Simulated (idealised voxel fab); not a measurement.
This is a process module. Its name is voxel wiring stack.
Shown is cross-section cut, with a width of 255 nm and square cells of size 5 nm.
Bands, listed from the top down, are how a cross-section gets written in this document; the cross-section itself is a grid of square cells, and a band is one or more rows of them.
Band entry format. Leading values: height of top, height of bottom, nm. Remainder: materials in left-to-right order, each with its width in nm. Special words: "full width" on a single material, which then fills the band edge to edge; "empty", empty space.
A quick word on heights: they are counted from 0, and under that level the wafer as it came to us is one material throughout. The lowest band is different from the rest in having no bottom; it simply continues downward, written as in "z 0 and below".
A two-number width, for instance "30 to 40", indicates that the width is equal to the first number in the top row of the band and to the second number in the bottom row, and that it changes by a constant amount per row of cells.
Any step labelled "all unchanged" changed none of the cells in the cross-section.
Closed-off voids of 8+ cells (no open route to the top) go in "Closed voids list", written width x height at distance from the left edge, in nm.
Note: text after step settings on the step line = simulator remark on that step.
On any step carrying a mask, the "overlay nm" setting, if present on the step's line, tells how far right of its planned place the mask lay; negative values point to the left.
Each of the pairs that make up the rest of this document says: here is the cross-section before one process step, here is the cross-section after it, drawn only down to the lowest band that changed, and here, under the pair, is the step lying between them with its settings. Different pairs may come from different runs of this module on the same starting wafer, so a pair continues from the pair above it only where its entry headed "Status before step" says so.
Status before step
- z 110 to 95 = SiO2 (20)  empty (30)  SiO2 (30)  empty (30)  SiO2 (30)  empty (30)  SiO2 (30)  empty (30)  SiO2 (25)
- z 95 to 80 = SiO2 (20)  empty (15)  SiO2 (105)  empty (15)  SiO2 (100)
- z 80 to 75 = SiCN full width
- z 75 to 45 = Ru full width
- z 45 to 40 = SiCN full width
- z 40 to 20 = SiO2 (15)  SiN (5)  Ru (30)  SiN (5)  SiO2 (20)  SiN (5)  Ru (30)  SiN (5)  SiO2 (20)  SiN (5)  Ru (30)  SiN (5)  SiO2 (20)  SiN (5)  Ru (30)  SiN (5)  SiO2 (20)
- z 20 to 15 = SiN (20)  TiN (30)  SiN (30)  TiN (30)  SiN (30)  TiN (30)  SiN (30)  TiN (30)  SiN (25)
- z 15 to 0 = SiO2 full width
- z 0 and below = Si full width
- Closed voids list: none
Sectional View, Post-Process
- z 110 to 95 = SiO2 (20)  empty (30)  SiO2 (30)  empty (30)  SiO2 (30)  empty (30)  SiO2 (30)  empty (30)  SiO2 (25)
- z 95 to 80 = SiO2 (20)  empty (15)  SiO2 (105)  empty (15)  SiO2 (100)
- z 80 to 75 = SiCN (20)  empty (15)  SiCN (105)  empty (15)  SiCN (100)
- Note: structure below 75 unchanged.
- Closed voids list: none
So what happened between those two cross-sections up there? MASKED_ETCH: tone open, mask id METAL_3_HOLES, width nm 15, pitch nm 120, etch materials SiCN, depth nm 5, overlay nm 0
Status before step: taken from the pair above, after panel.
Sectional View, Post-Process
- z 115 to 110 = TiN (25)  empty (20)  TiN (40)  empty (20)  TiN (40)  empty (20)  TiN (40)  empty (20)  TiN (30)
- z 110 to 100 = SiO2 (20)  TiN (5)  empty (20)  TiN (5)  SiO2 (30)  TiN (5)  empty (20)  TiN (5)  SiO2 (30)  TiN (5)  empty (20)  TiN (5)  SiO2 (30)  TiN (5)  empty (20)  TiN (5)  SiO2 (25)
- z 100 to 95 = SiO2 (20)  TiN (5)  empty (5)  TiN (20)  SiO2 (30)  TiN (30)  SiO2 (30)  TiN (5)  empty (5)  TiN (20)  SiO2 (30)  TiN (30)  SiO2 (25)
- z 95 to 80 = SiO2 (20)  TiN (5)  empty (5)  TiN (5)  SiO2 (105)  TiN (5)  empty (5)  TiN (5)  SiO2 (100)
- z 80 to 75 = SiCN (20)  TiN (15)  SiCN (105)  TiN (15)  SiCN (100)
- Note: structure below 75 unchanged.
- Closed voids list: none
So what happened between those two cross-sections up there? CONFORMAL_DEP: material TiN, thk nm 5
Status before step: taken from the pair above, after panel.
Sectional View, Post-Process
- z 125 to 115 = Cu full width
- z 115 to 110 = TiN (25)  Cu (20)  TiN (40)  Cu (20)  TiN (40)  Cu (20)  TiN (40)  Cu (20)  TiN (30)
- z 110 to 100 = SiO2 (20)  TiN (5)  Cu (20)  TiN (5)  SiO2 (30)  TiN (5)  Cu (20)  TiN (5)  SiO2 (30)  TiN (5)  Cu (20)  TiN (5)  SiO2 (30)  TiN (5)  Cu (20)  TiN (5)  SiO2 (25)
- z 100 to 95 = SiO2 (20)  TiN (5)  Cu (5)  TiN (20)  SiO2 (30)  TiN (30)  SiO2 (30)  TiN (5)  Cu (5)  TiN (20)  SiO2 (30)  TiN (30)  SiO2 (25)
- z 95 to 80 = SiO2 (20)  TiN (5)  Cu (5)  TiN (5)  SiO2 (105)  TiN (5)  Cu (5)  TiN (5)  SiO2 (100)
- Note: structure below 80 unchanged.
- Closed voids list: none
So what happened between those two cross-sections up there? FILL_DEP: material Cu, thk nm 10
Status before step: taken from the pair above, after panel.
Sectional View, Post-Process
- z 110 to 100 = SiO2 (20)  TiN (5)  Cu (20)  TiN (5)  SiO2 (30)  TiN (5)  Cu (20)  TiN (5)  SiO2 (30)  TiN (5)  Cu (20)  TiN (5)  SiO2 (30)  TiN (5)  Cu (20)  TiN (5)  SiO2 (25)
- Note: structure below 100 unchanged.
- Closed voids list: none
So what happened between those two cross-sections up there? CMP: height nm 110
Status before step: taken from the pair above, after panel.
Sectional View, Post-Process
- z 115 to 110 = SiCN full width
- Note: structure below 110 unchanged.
- Closed voids list: none
So what happened between those two cross-sections up there? CONFORMAL_DEP: material SiCN, thk nm 5
Status before step: taken from the pair above, after panel.
Sectional View, Post-Process
- z 145 to 115 = SiO2 full width
- Note: structure below 115 unchanged.
- Closed voids list: none
So what happened between those two cross-sections up there? DIRECTIONAL_DEP: material SiO2, thk nm 30
Status before step: taken from the pair above, after panel.
Sectional View, Post-Process
- z 160 to 145 = resist (20)  empty (30)  resist (30)  empty (30)  resist (30)  empty (30)  resist (30)  empty (30)  resist (25)
- Note: structure below 145 unchanged.
- Closed voids list: none
So what happened between those two cross-sections up there? PATTERN: tone open, mask id METAL_4, material resist, width nm 30, pitch nm 60, thk nm 15, overlay nm 0
Status before step: taken from the pair above, after panel.
Sectional View, Post-Process
- z 160 to 145 = resist (20)  empty (30)  resist (30)  empty (30)  resist (30)  empty (30)  resist (30)  empty (30)  resist (25)
- z 145 to 130 = SiO2 (20)  empty (30)  SiO2 (30)  empty (30)  SiO2 (30)  empty (30)  SiO2 (30)  empty (30)  SiO2 (25)
- Note: structure below 130 unchanged.
- Closed voids list: none
So what happened between those two cross-sections up there? DIRECTIONAL_ETCH: etch materials SiO2, depth nm 15
Status before step: taken from the pair above, after panel.
Sectional View, Post-Process
- z 145 to 130 = SiO2 (20)  empty (30)  SiO2 (30)  empty (30)  SiO2 (30)  empty (30)  SiO2 (30)  empty (30)  SiO2 (25)
- Note: structure below 130 unchanged.
- Closed voids list: none
So what happened between those two cross-sections up there? STRIP: etch materials resist
Status before step: taken from the pair above, after panel.
Sectional View, Post-Process
- z 145 to 130 = SiO2 (20)  empty (30)  SiO2 (30)  empty (30)  SiO2 (30)  empty (30)  SiO2 (30)  empty (30)  SiO2 (25)
- z 130 to 115 = SiO2 (20)  empty (15)  SiO2 (45)  empty (15)  SiO2 (45)  empty (15)  SiO2 (45)  empty (15)  SiO2 (40)
- Note: structure below 115 unchanged.
- Closed voids list: none
So what happened between those two cross-sections up there? MASKED_ETCH: tone open, mask id METAL_4_HOLES, width nm 15, pitch nm 60, etch materials SiO2, depth nm 15, overlay nm 0
Status before step: taken from the pair above, after panel.
Sectional View, Post-Process
- z 145 to 130 = SiO2 (20)  empty (30)  SiO2 (30)  empty (30)  SiO2 (30)  empty (30)  SiO2 (30)  empty (30)  SiO2 (25)
- z 130 to 115 = SiO2 (20)  empty (15)  SiO2 (45)  empty (15)  SiO2 (45)  empty (15)  SiO2 (45)  empty (15)  SiO2 (40)
- z 115 to 110 = SiCN (20)  empty (15)  SiCN (45)  empty (15)  SiCN (45)  empty (15)  SiCN (45)  empty (15)  SiCN (40)
- Note: structure below 110 unchanged.
- Closed voids list: none
So what happened between those two cross-sections up there? MASKED_ETCH: tone open, mask id METAL_4_HOLES, width nm 15, pitch nm 60, etch materials SiCN, depth nm 5, overlay nm 0
Status before step: taken from the pair above, after panel.
Sectional View, Post-Process
- z 150 to 145 = TiN (25)  empty (20)  TiN (40)  empty (20)  TiN (40)  empty (20)  TiN (40)  empty (20)  TiN (30)
- z 145 to 135 = SiO2 (20)  TiN (5)  empty (20)  TiN (5)  SiO2 (30)  TiN (5)  empty (20)  TiN (5)  SiO2 (30)  TiN (5)  empty (20)  TiN (5)  SiO2 (30)  TiN (5)  empty (20)  TiN (5)  SiO2 (25)
- z 135 to 130 = SiO2 (20)  TiN (5)  empty (5)  TiN (20)  SiO2 (30)  TiN (5)  empty (5)  TiN (20)  SiO2 (30)  TiN (5)  empty (5)  TiN (20)  SiO2 (30)  TiN (5)  empty (5)  TiN (20)  SiO2 (25)
- z 130 to 115 = SiO2 (20)  TiN (5)  empty (5)  TiN (5)  SiO2 (45)  TiN (5)  empty (5)  TiN (5)  SiO2 (45)  TiN (5)  empty (5)  TiN (5)  SiO2 (45)  TiN (5)  empty (5)  TiN (5)  SiO2 (40)
- z 115 to 110 = SiCN (20)  TiN (15)  SiCN (45)  TiN (15)  SiCN (45)  TiN (15)  SiCN (45)  TiN (15)  SiCN (40)
- Note: structure below 110 unchanged.
- Closed voids list: none
So what happened between those two cross-sections up there? CONFORMAL_DEP: material TiN, thk nm 5
Status before step: taken from the pair above, after panel.
Sectional View, Post-Process
- z 160 to 150 = Cu full width
- z 150 to 145 = TiN (25)  Cu (20)  TiN (40)  Cu (20)  TiN (40)  Cu (20)  TiN (40)  Cu (20)  TiN (30)
- z 145 to 135 = SiO2 (20)  TiN (5)  Cu (20)  TiN (5)  SiO2 (30)  TiN (5)  Cu (20)  TiN (5)  SiO2 (30)  TiN (5)  Cu (20)  TiN (5)  SiO2 (30)  TiN (5)  Cu (20)  TiN (5)  SiO2 (25)
- z 135 to 130 = SiO2 (20)  TiN (5)  Cu (5)  TiN (20)  SiO2 (30)  TiN (5)  Cu (5)  TiN (20)  SiO2 (30)  TiN (5)  Cu (5)  TiN (20)  SiO2 (30)  TiN (5)  Cu (5)  TiN (20)  SiO2 (25)
- z 130 to 115 = SiO2 (20)  TiN (5)  Cu (5)  TiN (5)  SiO2 (45)  TiN (5)  Cu (5)  TiN (5)  SiO2 (45)  TiN (5)  Cu (5)  TiN (5)  SiO2 (45)  TiN (5)  Cu (5)  TiN (5)  SiO2 (40)
- Note: structure below 115 unchanged.
- Closed voids list: none
So what happened between those two cross-sections up there? FILL_DEP: material Cu, thk nm 10
Status before step: taken from the pair above, after panel.
Sectional View, Post-Process
- z 145 to 135 = SiO2 (20)  TiN (5)  Cu (20)  TiN (5)  SiO2 (30)  TiN (5)  Cu (20)  TiN (5)  SiO2 (30)  TiN (5)  Cu (20)  TiN (5)  SiO2 (30)  TiN (5)  Cu (20)  TiN (5)  SiO2 (25)
- Note: structure below 135 unchanged.
- Closed voids list: none
So what happened between those two cross-sections up there? CMP: height nm 145
Status before step: taken from the pair above, after panel.
Sectional View, Post-Process
- z 150 to 145 = SiN full width
- Note: structure below 145 unchanged.
- Closed voids list: none
So what happened between those two cross-sections up there? CONFORMAL_DEP: material SiN, thk nm 5
Status before step
- z 145 to 130 = SiO2 (20)  empty (30)  SiO2 (30)  empty (30)  SiO2 (30)  empty (30)  SiO2 (30)  empty (30)  SiO2 (25)
- z 130 to 115 = SiO2 full width
- z 115 to 110 = SiCN full width
- z 110 to 100 = SiO2 (20)  TiN (5)  Cu (20)  TiN (5)  SiO2 (30)  TiN (5)  Cu (20)  TiN (5)  SiO2 (30)  TiN (5)  Cu (20)  TiN (5)  SiO2 (30)  TiN (5)  Cu (20)  TiN (5)  SiO2 (25)
- z 100 to 95 = SiO2 (20)  TiN (5)  Cu (5)  TiN (20)  SiO2 (30)  TiN (30)  SiO2 (30)  TiN (5)  Cu (5)  TiN (20)  SiO2 (30)  TiN (30)  SiO2 (25)
- z 95 to 80 = SiO2 (20)  TiN (5)  Cu (5)  TiN (5)  SiO2 (105)  TiN (5)  Cu (5)  TiN (5)  SiO2 (100)
- z 80 to 75 = SiCN (20)  TiN (15)  SiCN (105)  TiN (15)  SiCN (100)
- z 75 to 60 = lowk (20)  TiN (5)  Cu (20)  TiN (5)  lowk (30)  TiN (5)  Cu (20)  TiN (5)  lowk (30)  TiN (5)  Cu (20)  TiN (5)  lowk (30)  TiN (5)  Cu (20)  TiN (5)  lowk (25)
- z 60 to 55 = lowk (20)  TiN (5)  Cu (5)  TiN (20)  lowk (30)  TiN (30)  lowk (30)  TiN (5)  Cu (5)  TiN (20)  lowk (30)  TiN (30)  lowk (25)
- z 55 to 45 = lowk (20)  TiN (5)  Cu (5)  TiN (5)  lowk (105)  TiN (5)  Cu (5)  TiN (5)  lowk (100)
- z 45 to 40 = SiCN (20)  TiN (15)  SiCN (105)  TiN (15)  SiCN (100)
- z 40 to 20 = SiO2 (15)  SiN (5)  Ru (30)  SiN (5)  SiO2 (20)  SiN (5)  Ru (30)  SiN (5)  SiO2 (20)  SiN (5)  Ru (30)  SiN (5)  SiO2 (20)  SiN (5)  Ru (30)  SiN (5)  SiO2 (20)
- z 20 to 15 = SiN (20)  TiN (30)  SiN (30)  TiN (30)  SiN (30)  TiN (30)  SiN (30)  TiN (30)  SiN (25)
- z 15 to 0 = SiO2 full width
- z 0 and below = Si full width
- Closed voids list: none
Sectional View, Post-Process
- z 130 to 115 = SiO2 (35)  empty (15)  SiO2 (45)  empty (15)  SiO2 (45)  empty (15)  SiO2 (45)  empty (15)  SiO2 (25)
- Note: structure below 115 unchanged.
- Closed voids list: none
So what happened between those two cross-sections up there? MASKED_ETCH: tone cover, mask id METAL_4_HOLES, width nm 15, pitch nm 60, etch materials SiO2, depth nm 15, overlay nm 0
Status before step: taken from the pair above, after panel.
Sectional View, Post-Process
- z 135 to 130 = TiN (40)  empty (5)  TiN (55)  empty (5)  TiN (55)  empty (5)  TiN (55)  empty (5)  TiN (30)
- z 130 to 120 = SiO2 (35)  TiN (5)  empty (5)  TiN (5)  SiO2 (45)  TiN (5)  empty (5)  TiN (5)  SiO2 (45)  TiN (5)  empty (5)  TiN (5)  SiO2 (45)  TiN (5)  empty (5)  TiN (5)  SiO2 (25)
- z 120 to 115 = SiO2 (35)  TiN (15)  SiO2 (45)  TiN (15)  SiO2 (45)  TiN (15)  SiO2 (45)  TiN (15)  SiO2 (25)
- Note: structure below 115 unchanged.
- Closed voids list: none
So what happened between those two cross-sections up there? CONFORMAL_DEP: material TiN, thk nm 5
Status before step: taken from the pair above, after panel.
Sectional View, Post-Process
- z 145 to 135 = Cu full width
- z 135 to 130 = TiN (40)  Cu (5)  TiN (55)  Cu (5)  TiN (55)  Cu (5)  TiN (55)  Cu (5)  TiN (30)
- z 130 to 120 = SiO2 (35)  TiN (5)  Cu (5)  TiN (5)  SiO2 (45)  TiN (5)  Cu (5)  TiN (5)  SiO2 (45)  TiN (5)  Cu (5)  TiN (5)  SiO2 (45)  TiN (5)  Cu (5)  TiN (5)  SiO2 (25)
- Note: structure below 120 unchanged.
- Closed voids list: none
So what happened between those two cross-sections up there? FILL_DEP: material Cu, thk nm 10
Status before step: taken from the pair above, after panel.
Sectional View, Post-Process
- z 150 to 145 = SiN full width
- Note: structure below 145 unchanged.
- Closed voids list: none
So what happened between those two cross-sections up there? CONFORMAL_DEP: material SiN, thk nm 5
